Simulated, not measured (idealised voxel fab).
Process module under the name voxel transistor to metal
cross-section cut | 150 nm wide | cells 5 nm
Each cross-section below is a grid of square cells, stated as bands in top-down order, with one or more rows of cells making up each band. Basically the band line says how high the top is and how high the bottom is, in nm, and then what's in it from left to right, every material with its width in nm. Empty space shows up as "empty", and if a single material carries "edge to edge" it runs the full band edge to edge. The level at which height equals 0 is the one under which the wafer, as it arrives, is entirely one material. No lower edge exists for the bottom band, which continues downward and is notated as in "0 -> down". Note: "30 to 40" means the width goes from the first number (top row of the band) to the second number (bottom row) in equal steps per row of cells. Step note "changes: none" = no cross-section cell changed. The entry titled "Trapped void list" provides the empty spaces that have no open way to the top, restricted to those of 8 cells or more. Each is presented as width x height at distance, the distance being measured from the left edge, with all three in nm. What comes after the settings on a step's line is commentary from the simulator itself on that step. The line of a step may include "overlay nm". On a step with a mask, this value is how far to the right of its planned place the mask lay. A negative value means the mask lay to the left.

[Set out below are the planned steps of the process]
1) RECEIVE: material Si
2) OXIDIZE: depth nm 5
3) CONFORMAL_DEP: material SiN, thk nm 15
4) MASKED_ETCH: tone cover, mask id ACTIVE, width nm 105, etch materials SiN, depth nm 15, overlay nm 0
5) MASKED_ETCH: tone cover, mask id ACTIVE, width nm 105, etch materials SiO2, depth nm 5, overlay nm 0
6) MASKED_ETCH: tone cover, mask id ACTIVE, width nm 105, etch materials Si, depth nm 35, overlay nm 0
7) OXIDIZE: depth nm 5
8) FILL_DEP: material SiO2, thk nm 5
9) CMP: height nm 15
10) SELECTIVE_ETCH: etch materials SiO2, depth nm 10
11) STRIP: etch materials SiN
12) SELECTIVE_ETCH: etch materials SiO2, depth nm 5
13) OXIDIZE: depth nm 5
14) DIRECTIONAL_DEP: material polySi, thk nm 20
15) DIRECTIONAL_DEP: material SiCN, thk nm 10
16) MASKED_ETCH: tone cover, mask id GATE, width nm 25, etch materials SiCN, depth nm 20, overlay nm 0
17) MASKED_ETCH: tone cover, mask id GATE, width nm 25, etch materials polySi, depth nm 30, overlay nm 0
18) CONFORMAL_DEP: material SiN, thk nm 10
19) DIRECTIONAL_ETCH: etch materials SiN, depth nm 10
20) DIRECTIONAL_ETCH: etch materials SiO2, depth nm 5
21) DIRECTIONAL_ETCH: etch materials Si, depth nm 15
22) EPI: material nSi, thk nm 15
23) FILL_DEP: material SiO2, thk nm 10
24) CMP: height nm 25
25) DIRECTIONAL_DEP: material SiO2, thk nm 15
26) PATTERN: tone open, mask id CONTACT, material resist, width nm 15, pitch nm 80, thk nm 15, overlay nm 0
27) DIRECTIONAL_ETCH: etch materials SiO2, depth nm 50
28) STRIP: etch materials resist
29) CONFORMAL_DEP: material TiN, thk nm 5
30) FILL_DEP: material W, thk nm 10
31) CMP: height nm 40
32) CONFORMAL_DEP: material SiN, thk nm 5
33) DIRECTIONAL_DEP: material lowk, thk nm 25
34) DIRECTIONAL_DEP: material aC, thk nm 10
35) PATTERN: tone open, mask id METAL_1, material resist, width nm 15, pitch nm 80, thk nm 25, overlay nm 0
36) DIRECTIONAL_ETCH: etch materials aC, depth nm 10
37) STRIP: etch materials resist
38) DIRECTIONAL_ETCH: etch materials lowk, depth nm 25
39) DIRECTIONAL_ETCH: etch materials SiN, depth nm 5
40) STRIP: etch materials aC
41) CONFORMAL_DEP: material TiN, thk nm 5
42) FILL_DEP: material Cu, thk nm 5
43) CMP: height nm 70
44) CONFORMAL_DEP: material SiN, thk nm 5

[Received-state cross-section, reflecting completion of step 1]
	0 -> down: Si edge to edge
	Trapped void list: none

[The plan above was carried out on the starting structure above with one mistake, and this cross-section shows the wafer at the end of the module]
	75 -> 70: SiN edge to edge
	70 -> 45: lowk (25), TiN (5), Cu (5), TiN (5), lowk (65), TiN (5), Cu (5), TiN (5), lowk (30)
	45 -> 40: SiN (25), TiN (15), SiN (65), TiN (15), SiN (30)
	40 -> 25: SiO2 (25), TiN (5), W (5), TiN (5), SiO2 (65), TiN (5), W (5), TiN (5), SiO2 (30)
	25 -> 15: SiO2 (25), TiN (5), W (5), TiN (5), SiO2 (10), SiN (10), SiCN (25), SiN (10), SiO2 (10), TiN (5), W (5), TiN (5), SiO2 (30)
	15 -> 10: SiO2 (25), TiN (5), W (5), TiN (5), SiO2 (10), SiN (10), polySi (25), SiN (10), SiO2 (10), TiN (5), W (5), TiN (5), SiO2 (30)
	10 -> 5: SiO2 (25), TiN (15), SiO2 (10), SiN (10), polySi (25), SiN (10), SiO2 (10), TiN (15), SiO2 (30)
	5 -> 0: SiO2 (35), nSi (15), SiN (10), polySi (25), SiN (10), nSi (15), SiO2 (40)
	0 -> -5: SiO2 (15), SiN (10), SiO2 (10), nSi (15), SiN (10), polySi (25), SiN (10), nSi (15), SiO2 (10), SiN (10), SiO2 (20)
	-5 -> -10: SiO2 (35), nSi (15), SiO2 (45), nSi (15), SiO2 (40)
	-10 -> -25: SiO2 (25), nSi (25), Si (45), nSi (25), SiO2 (30)
	-25 -> -45: SiO2 (25), Si (95), SiO2 (30)
	-45 -> down: Si edge to edge
	Trapped void list: none
What went wrong in running the wafer? step 25 of the plan was twice carried out
